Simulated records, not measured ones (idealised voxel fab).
You're looking at the process module voxel local oxidation.
Shown is cross-section cut, with a width of 190 nm and square cells of size 5 nm.
Notation: cross-section as square-cell grid; stated in bands, top first, going down; one or more cell rows per band. Read a band's entry like this: the first values are the height of its top and the height of its bottom in nm, and what follows is the sequence of materials from left to right, each with its width in nm. Note that "empty" is empty space, and that a single material marked "everywhere" reaches across the band from edge to edge. Heights are expressed relative to 0, this being the level below which the as-received wafer comprises one material exclusively. The lowest band is unbounded in the downward direction and is denoted as in "0 down". So if you see something like "30..40" for the width, read it as the top row of the band sitting at the first number and the bottom row at the second, with every row in between moving by the same amount as the last. Reading "remained unchanged" for a step: not a cell of the cross-section changed in it. Heads up: "Voids, enclosed" only lists the empty pockets with no open path to the top that are 8 cells or more, and it writes them as width x height at distance, distance from the left edge, in nm. That trailing text on a step's line, after the settings, is the simulator's own remark on the step. Each step line may optionally specify "overlay nm", which for a step with a mask gives the rightward distance between the mask's planned place and where it lay, a negative value indicating the leftward direction.
THIS SECTION LISTS THE PROCESS STEPS THAT WERE PLANNED
- 1: RECEIVE,material Si
- 2: OXIDIZE,depth nm 5
- 3: CONFORMAL_DEP,material SiN,thk nm 15
- 4: MASKED_ETCH,tone cover,mask id ACTIVE,width nm 90,etch materials SiN,depth nm 15,overlay nm 0
- 5: SELECTIVE_ETCH,etch materials SiO2,depth nm 5
- 6: OXIDIZE,depth nm 10
- 7: STRIP,etch materials SiN
HERE'S WHAT THE WAFER LOOKED LIKE IN CROSS-SECTION WHEN IT ARRIVED - THAT'S AFTER STEP 1
- 0 down = Si everywhere
- Voids, enclosed: none
END STATE OF THE MODULE IN CROSS-SECTION, GIVEN THE ABOVE STARTING POINT AND PLAN AND ONE MISTAKE IN EXECUTION
- 0 to -5 = empty 50  SiO2 90  empty 50
- -5 to -15 = SiO2 60  Si 70  SiO2 60
- -15 down = Si everywhere
- Voids, enclosed: none
Short version of what went wrong: step 4 ran differently from the plan; actual operation with settings: MASKED_ETCH,tone cover,mask id ACTIVE,width nm 100,etch materials SiN,depth nm 15,overlay nm 0
